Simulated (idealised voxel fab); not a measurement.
process module | voxel trench capacitor
cross-section cut | 230 nm wide | cells 5 nm
A cross-section is a grid of square cells, given in bands from the top down. A band is one or more rows of cells.
Each band's line starts with the height of the band's top and of its bottom, in nm. Then come its materials from left to right, each with its width in nm. One material with "throughout" fills the band from edge to edge. "air" is empty space.
Height 0 is the level under which the wafer as received is all one material. The lowest band goes on downwards, as in "0 down".
A width such as "30 to 40" changes by the same amount from each row of cells to the next, from the band's top row to its bottom row.
"no change" after a step means that no cell of the cross-section changed.
closed voids: empty space of 8 cells or more with no open way to the top, each as width x height at its distance from the left edge, in nm
after a step's settings: what the simulator itself notes on the step
overlay nm, on a step with a mask: how far to the right of its planned place the mask lay; to the left if negative
plan
1 op RECEIVE | material Si
2 op CONFORMAL_DEP | material SiN | thk nm 5
3 op DIRECTIONAL_DEP | material aC | thk nm 15
4 op PATTERN | tone open | mask id TRENCH | material resist | width nm 30 | pitch nm 55 | thk nm 35 | overlay nm 0
5 op DIRECTIONAL_ETCH | etch materials aC | depth nm 15
6 op STRIP | etch materials resist
7 op DIRECTIONAL_ETCH | etch materials SiN | depth nm 5
8 op DIRECTIONAL_ETCH | etch materials Si | depth nm 35
9 op STRIP | etch materials aC
10 op CONFORMAL_DEP | material HfO2 | thk nm 5
11 op CONFORMAL_DEP | material TiN | thk nm 5
12 op FILL_DEP | material W | thk nm 5
13 op CMP | height nm 5
as received, after step 1
  0 down: Si throughout
  closed voids: none
first wafer at the end, as planned
  5 to 0: SiN 15 | HfO2 5 | TiN 5 | W 10 | TiN 5 | HfO2 5 | SiN 25 | HfO2 5 | TiN 5 | W 10 | TiN 5 | HfO2 5 | SiN 25 | HfO2 5 | TiN 5 | W 10 | TiN 5 | HfO2 5 | SiN 25 | HfO2 5 | TiN 5 | W 10 | TiN 5 | HfO2 5 | SiN 20
  0 to -25: Si 15 | HfO2 5 | TiN 5 | W 10 | TiN 5 | HfO2 5 | Si 25 | HfO2 5 | TiN 5 | W 10 | TiN 5 | HfO2 5 | Si 25 | HfO2 5 | TiN 5 | W 10 | TiN 5 | HfO2 5 | Si 25 | HfO2 5 | TiN 5 | W 10 | TiN 5 | HfO2 5 | Si 20
  -25 to -30: Si 15 | HfO2 5 | TiN 20 | HfO2 5 | Si 25 | HfO2 5 | TiN 20 | HfO2 5 | Si 25 | HfO2 5 | TiN 20 | HfO2 5 | Si 25 | HfO2 5 | TiN 20 | HfO2 5 | Si 20
  -30 to -35: Si 15 | HfO2 30 | Si 25 | HfO2 30 | Si 25 | HfO2 30 | Si 25 | HfO2 30 | Si 20
  -35 down: Si throughout
  closed voids: none
second wafer at the end: like start, like plan, one mistake
  5 to 0: SiN 20 | HfO2 5 | TiN 5 | W 10 | TiN 5 | HfO2 5 | SiN 25 | HfO2 5 | TiN 5 | W 10 | TiN 5 | HfO2 5 | SiN 25 | HfO2 5 | TiN 5 | W 10 | TiN 5 | HfO2 5 | SiN 25 | HfO2 5 | TiN 5 | W 10 | TiN 5 | HfO2 5 | SiN 15
  0 to -25: Si 20 | HfO2 5 | TiN 5 | W 10 | TiN 5 | HfO2 5 | Si 25 | HfO2 5 | TiN 5 | W 10 | TiN 5 | HfO2 5 | Si 25 | HfO2 5 | TiN 5 | W 10 | TiN 5 | HfO2 5 | Si 25 | HfO2 5 | TiN 5 | W 10 | TiN 5 | HfO2 5 | Si 15
  -25 to -30: Si 20 | HfO2 5 | TiN 20 | HfO2 5 | Si 25 | HfO2 5 | TiN 20 | HfO2 5 | Si 25 | HfO2 5 | TiN 20 | HfO2 5 | Si 25 | HfO2 5 | TiN 20 | HfO2 5 | Si 15
  -30 to -35: Si 20 | HfO2 30 | Si 25 | HfO2 30 | Si 25 | HfO2 30 | Si 25 | HfO2 30 | Si 15
  -35 down: Si throughout
  closed voids: none
what went wrong: step 4 ran as: op PATTERN | tone open | mask id TRENCH | material resist | width nm 30 | pitch nm 55 | thk nm 35 | overlay nm 5
at the end the second wafer has, in cells: as many of each material as the first, in other places
